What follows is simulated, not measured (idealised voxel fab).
Process module, titled voxel ribs on slabs
Shown is cross-section cut, with a width of 285 nm and square cells of size 5 nm.
Reading order for cross-sections: top band down to bottom band. Underlying form: a grid of square cells. Band size: one or more rows of cells.
What a band's entry tells you: where the top is and where the bottom is, as heights in nm, and after that what lies inside, material by material from left to right, each with its width in nm. Empty space is written as the word "blank", and a single material marked with the word "throughout" occupies the band from edge to edge.
Height reference: 0 = level under which incoming wafer is all one material. Lowest band: no bottom, runs on downward, e.g. "0 and below".
A width such as "30 to 40" changes by the same amount from each row of cells to the next, from the band's top row to its bottom row.
"identical to before" -> step changed no cross-section cell.
"Catalogued sealed voids": sealed empty spaces, 8 cells or more, no open way to top, listed width x height at distance, with distance from the left edge and width, height and distance in nm.
Formally, on a step line, whatever follows the settings is a remark that the simulator itself makes on the step.
overlay nm: on a step with a mask, how far right of its planned place the mask lay; negative means left.
## Process steps - plan
1) RECEIVE, material Si
2) DIRECTIONAL_DEP, material SiO2, thk nm 30
3) DIRECTIONAL_DEP, material SiN, thk nm 15
4) DIRECTIONAL_DEP, material aC, thk nm 10
5) PATTERN, tone cover, mask id RIB, material resist, width nm 15, thk nm 25, overlay nm 0
6) DIRECTIONAL_ETCH, etch materials aC, depth nm 10
7) STRIP, etch materials resist
8) DIRECTIONAL_ETCH, etch materials SiN, depth nm 10
9) STRIP, etch materials aC
10) PATTERN, tone cover, mask id SLAB, material resist, width nm 45, thk nm 15, overlay nm 0
11) DIRECTIONAL_ETCH, etch materials SiN, depth nm 5
12) STRIP, etch materials resist
13) FILL_DEP, material SiO2, thk nm 25
14) CMP, height nm 65
15) DIRECTIONAL_DEP, material W, thk nm 5
16) MASKED_ETCH, tone cover, mask id HEATER, width nm 25, etch materials W, depth nm 5, overlay nm 0
17) CONFORMAL_DEP, material SiO2, thk nm 5
## Cross-section, incoming material, after step 1
- 0 and below  Si throughout
- Catalogued sealed voids: none
## Cross-section, end of module. Start: as above. Plan: as above. Execution: one mistake
- 75 down to 70  blank 125 nm, then SiO2 35 nm, then blank 125 nm
- 70 down to 65  SiO2 130 nm, then W 25 nm, then SiO2 130 nm
- 65 down to 45  SiO2 throughout
- 45 down to 40  SiO2 120 nm, then SiN 45 nm, then SiO2 120 nm
- 40 down to 30  aC throughout
- 30 down to 0  SiO2 throughout
- 0 and below  Si throughout
- Catalogued sealed voids: none
Finding, execution versus plan: order of steps 3 and 4 inverted relative to the plan
